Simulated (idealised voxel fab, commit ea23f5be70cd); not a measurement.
This section sets out a process module, namely voxel ribs on slabs.
The cross-section shown here is cut; it is 280 nm wide and divided into square cells measuring 5 nm on a side.
Square cells in a grid make up a cross-section in this document, and the grid is given as bands, listed from the top down, each one or more rows of cells.
Band: top and bottom heights (nm) first, top before bottom; then materials from left to right, widths in nm. "throughout" marks a sole material filling the band edge to edge. "empty" denotes empty space.
Height is counted from the level 0, under which the received wafer is composed throughout of one material. The lowest of the bands is not closed at the bottom but continues downward, in the notation "top 0, no bottom".
A width given as "30->40" starts at the first number in the band's top row and ends at the second number in its bottom row, shifting by an equal amount at every step from row to row.
Where a step carries "all unchanged", the cross-section came out of it unchanged, cell for cell.
Entry "Sealed-off cavities". Content: empty spaces with no open connection to the top, size 8 cells or greater. Each: width x height at distance. Distance: from left edge. Unit: nm.
Past the settings on a step's line: simulator remark, on that step.
"overlay nm", when on a step's line for a step with a mask, measures how far to the right of its planned place the mask lay; a negative measure means to the left.
# These are the steps we planned for the process
1. op RECEIVE | material Si
2. op DIRECTIONAL_DEP | material SiO2 | thk nm 25
3. op DIRECTIONAL_DEP | material polySi | thk nm 15
4. op DIRECTIONAL_DEP | material aC | thk nm 10
5. op PATTERN | tone cover | mask id RIB | material resist | width nm 15 | thk nm 30 | overlay nm 0
6. op DIRECTIONAL_ETCH | etch materials aC | depth nm 10
7. op STRIP | etch materials resist
8. op DIRECTIONAL_ETCH | etch materials polySi | depth nm 10
9. op STRIP | etch materials aC
10. op MASKED_ETCH | tone cover | mask id SLAB | width nm 45 | etch materials polySi | depth nm 5 | overlay nm 0
11. op FILL_DEP | material SiO2 | thk nm 15
12. op CMP | height nm 50
13. op DIRECTIONAL_DEP | material TiN | thk nm 5
14. op MASKED_ETCH | tone cover | mask id HEATER | width nm 25 | etch materials TiN | depth nm 5 | overlay nm 0
15. op CONFORMAL_DEP | material SiO2 | thk nm 10
# Wafer at receipt (post step 1), cross-section
* top 0, no bottom | Si throughout
* Sealed-off cavities: none
# Cross-section, first of two wafers, end of module, run as planned
* top 65, bottom 60 | empty 115 nm | SiO2 45 nm | empty 120 nm
* top 60, bottom 55 | SiO2 throughout
* top 55, bottom 50 | SiO2 125 nm | TiN 25 nm | SiO2 130 nm
* top 50, bottom 40 | SiO2 throughout
* top 40, bottom 30 | SiO2 130 nm | polySi 15 nm | SiO2 135 nm
* top 30, bottom 25 | SiO2 115 nm | polySi 45 nm | SiO2 120 nm
* top 25, bottom 0 | SiO2 throughout
* top 0, no bottom | Si throughout
* Sealed-off cavities: none
# Cross-sectional view: second of two wafers, end of module; start and plan identical to the first, one mistake in running
* top 55, bottom 50 | empty 125 nm | TiN 25 nm | empty 130 nm
* top 50, bottom 40 | SiO2 throughout
* top 40, bottom 30 | SiO2 130 nm | polySi 15 nm | SiO2 135 nm
* top 30, bottom 25 | SiO2 115 nm | polySi 45 nm | SiO2 120 nm
* top 25, bottom 0 | SiO2 throughout
* top 0, no bottom | Si throughout
* Sealed-off cavities: none
Deviation from plan: step 15 of the plan was jumped over and never run
Final difference in cells, second wafer against first, listed per material as more or fewer: SiO2 -116
